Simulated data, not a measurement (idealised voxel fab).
Proc. module: voxel released beams
This is section cut - it's 210 nm across, gridded in 5 nm square cells.
The cross-sections in this document take the form of a grid made of square cells. They are written out as bands, in order from top to bottom. Each band consists of one or more rows of cells. For a band, the entry starts with two heights in nm, that of the top and then that of the bottom, and carries on with the band's materials in order from left to right, each alongside its width in nm; the word "throughout" beside a single material means it fills the band edge to edge, and "blank" means empty space. For the purposes of this specification, 0 denotes the height below which the wafer in its as-received condition is composed wholly of one material, and the lowermost band, lacking a lower limit, extends downward without end, as expressed in "0 -> down". So if you see something like "30 to 40" for the width, read it as the top row of the band sitting at the first number and the bottom row at the second, with every row in between moving by the same amount as the last. Any step labelled "no alterations made" changed none of the cells in the cross-section. "Sealed void inventory": sealed empty spaces, 8 cells or more, no open way to top, listed width x height at distance, with distance from the left edge and width, height and distance in nm. On a step's line, text after the settings is the simulator commenting on that step. The setting "overlay nm" may be written on the line of a step. When the step uses a mask, the value reports how far to the right of the planned place the mask lay, and a negative value reports that it lay to the left.
[This section lists the process steps that were planned]
| 1 | RECEIVE | material Si |
| 2 | CONFORMAL_DEP | material Al2O3 | thk nm 10 |
| 3 | DIRECTIONAL_DEP | material SiO2 | thk nm 15 |
| 4 | MASKED_ETCH | tone open | mask id ANCHOR | width nm 40 | etch materials SiO2 | depth nm 15 | overlay nm 0 |
| 5 | CONFORMAL_DEP | material SiN | thk nm 15 |
| 6 | MASKED_ETCH | tone cover | mask id BEAM | width nm 125 | etch materials SiN | depth nm 15 | overlay nm 0 |
| 7 | STRIP | etch materials SiO2 |
[Incoming wafer, cross-sectional view, post step 1]
* 0 -> down = Si throughout
* Sealed void inventory: none
[Post-module cross-section of the first of two wafers (run per plan)]
* 40 -> 25 = blank: 40, SiN: 20, blank: 10, SiN: 95, blank: 45
* 25 -> 10 = blank: 45, SiN: 40, blank: 125
* 10 -> 0 = Al2O3 throughout
* 0 -> down = Si throughout
* Sealed void inventory: none
[Wafer two, end of module, cross-section. Same start, same plan as wafer one. One mistake in the run]
* 40 -> 25 = blank: 40, SiN: 30, blank: 10, SiN: 85, blank: 45
* 25 -> 10 = blank: 55, SiN: 40, blank: 115
* 10 -> 0 = Al2O3 throughout
* 0 -> down = Si throughout
* Sealed void inventory: none
The mistake made against the process plan was this: step 4 ran differently from the plan; actual operation with settings: MASKED_ETCH | tone open | mask id ANCHOR | width nm 40 | etch materials SiO2 | depth nm 15 | overlay nm 10
Final wafers compared: equal cell tally per material, rearranged layout.
